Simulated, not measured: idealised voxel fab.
Process module name: voxel wiring stack
Cross-sectional view cut (width: 230 nm; square cell size: 5 nm).
In this document a cross-section is written as a grid of square cells. It is given as a series of bands, listed from the top down, and a band is one or more rows of cells. Band: top and bottom heights (nm) first, top before bottom; then materials from left to right, widths in nm. "all across" marks a sole material filling the band edge to edge. "blank" denotes empty space. Heights are expressed relative to 0, this being the level below which the as-received wafer comprises one material exclusively. The lowest band is unbounded in the downward direction and is denoted as in "0 and below". Width: "30..40" (first number = top row, second number = bottom row, same change from row to row of cells). You'll sometimes find "no change" written for a step, and that's the way of saying that nowhere in the cross-section did a cell change during that step. Basically, "Closed void catalog" tells you about the enclosed voids: empty spaces with no open way to the top, 8 cells or bigger, each written width x height at distance, where distance is from the left edge, all in nm. Step line, after settings: the simulator's comment on this step. You can add "overlay nm" to a step's line. For a step with a mask, it describes how far the mask lay to the right of its planned position, and a negative number describes a lay to the left.
PROCESS STEPS - PLAN
1. RECEIVE: material Si
2. CONFORMAL_DEP: material SiO2, thk nm 10
3. DIRECTIONAL_DEP: material TiN, thk nm 5
4. DIRECTIONAL_DEP: material W, thk nm 25
5. DIRECTIONAL_DEP: material aC, thk nm 15
6. PATTERN: tone cover, mask id METAL_1, material resist, width nm 15, pitch nm 45, thk nm 35, overlay nm 0
7. DIRECTIONAL_ETCH: etch materials aC, depth nm 15
8. STRIP: etch materials resist
9. DIRECTIONAL_ETCH: etch materials W, depth nm 25
10. DIRECTIONAL_ETCH: etch materials TiN, depth nm 5
11. STRIP: etch materials aC
12. CONFORMAL_DEP: material SiCN, thk nm 5
13. FILL_DEP: material lowk, thk nm 5
14. CMP: height nm 40
15. CONFORMAL_DEP: material SiCN, thk nm 5
16. DIRECTIONAL_DEP: material SiO2, thk nm 25
17. MASKED_ETCH: tone open, mask id METAL_2, width nm 20, pitch nm 45, etch materials SiO2, depth nm 15, overlay nm 0
18. PATTERN: tone open, mask id METAL_2_HOLES, material resist, width nm 15, pitch nm 90, thk nm 15, overlay nm 0
19. DIRECTIONAL_ETCH: etch materials SiO2, depth nm 10
20. DIRECTIONAL_ETCH: etch materials SiCN, depth nm 5
21. STRIP: etch materials resist
22. CONFORMAL_DEP: material TiN, thk nm 5
23. FILL_DEP: material Cu, thk nm 5
24. CMP: height nm 70
25. CONFORMAL_DEP: material SiCN, thk nm 5
Every wafer here starts from the same state; it is the step 6 width nm that distinguishes them, and the value the plan gives belongs to the first wafer.
CROSS-SECTION: THE FIRST OF SEVERAL WAFERS IN ITS AS-RECEIVED STATE, I.E. FOLLOWING STEP 1
  0 and below | Si all across
  Closed void catalog: none
MODULE FINISHED, LAST STEP 25 DONE: CROSS-SECTION OF THE FIRST OF SEVERAL WAFERS
  75 down to 70 | SiCN all across
  70 down to 60 | SiO2=35, TiN=5, Cu=10, TiN=5, SiO2=25, TiN=5, Cu=10, TiN=5, SiO2=25, TiN=5, Cu=10, TiN=5, SiO2=25, TiN=5, Cu=10, TiN=5, SiO2=40
  60 down to 55 | SiO2=35, TiN=5, Cu=5, TiN=10, SiO2=25, TiN=20, SiO2=25, TiN=5, Cu=5, TiN=10, SiO2=25, TiN=20, SiO2=40
  55 down to 45 | SiO2=35, TiN=5, Cu=5, TiN=5, SiO2=75, TiN=5, Cu=5, TiN=5, SiO2=90
  45 down to 40 | SiCN=35, TiN=15, SiCN=75, TiN=15, SiCN=90
  40 down to 15 | lowk=35, SiCN=5, W=15, SiCN=5, lowk=20, SiCN=5, W=15, SiCN=5, lowk=20, SiCN=5, W=15, SiCN=5, lowk=20, SiCN=5, W=15, SiCN=5, lowk=35
  15 down to 10 | SiCN=40, TiN=15, SiCN=30, TiN=15, SiCN=30, TiN=15, SiCN=30, TiN=15, SiCN=40
  10 down to 0 | SiO2 all across
  0 and below | Si all across
  Closed void catalog: none
AT THE END OF THE MODULE, THE LAST OF SEVERAL WAFERS IN CROSS-SECTION
  75 down to 70 | SiCN all across
  70 down to 60 | SiO2=35, TiN=5, Cu=10, TiN=5, SiO2=25, TiN=5, Cu=10, TiN=5, SiO2=25, TiN=5, Cu=10, TiN=5, SiO2=25, TiN=5, Cu=10, TiN=5, SiO2=40
  60 down to 55 | SiO2=35, TiN=5, Cu=5, TiN=10, SiO2=25, TiN=20, SiO2=25, TiN=5, Cu=5, TiN=10, SiO2=25, TiN=20, SiO2=40
  55 down to 45 | SiO2=35, TiN=5, Cu=5, TiN=5, SiO2=75, TiN=5, Cu=5, TiN=5, SiO2=90
  45 down to 40 | SiCN=35, TiN=15, SiCN=75, TiN=15, SiCN=90
  40 down to 15 | lowk=25, SiCN=5, W=30, SiCN=5, lowk=5, SiCN=5, W=30, SiCN=5, lowk=5, SiCN=5, W=30, SiCN=5, lowk=5, SiCN=5, W=30, SiCN=5, lowk=30
  15 down to 10 | SiCN=30, TiN=30, SiCN=15, TiN=30, SiCN=15, TiN=30, SiCN=15, TiN=30, SiCN=35
  10 down to 0 | SiO2 all across
  0 and below | Si all across
  Closed void catalog: none
EACH ROW BELOW IS A WAFER AT THE END OF THE MODULE, LISTING FOR EVERY MATERIAL THE NUMBER OF CELLS IT HAS GAINED (+) OR LOST (-) SINCE IT WAS RECEIVED, FOLLOWED BY ITS CLOSED VOIDS
width nm 15; +22 Cu; +160 SiCN; +262 SiO2; +56 TiN; +60 W; +130 lowk; Closed void catalog: none
width nm 20; +22 Cu; +156 SiCN; +262 SiO2; +60 TiN; +80 W; +110 lowk; Closed void catalog: none
width nm 25; +22 Cu; +152 SiCN; +262 SiO2; +64 TiN; +100 W; +90 lowk; Closed void catalog: none
width nm 30; +22 Cu; +148 SiCN; +262 SiO2; +68 TiN; +120 W; +70 lowk; Closed void catalog: none
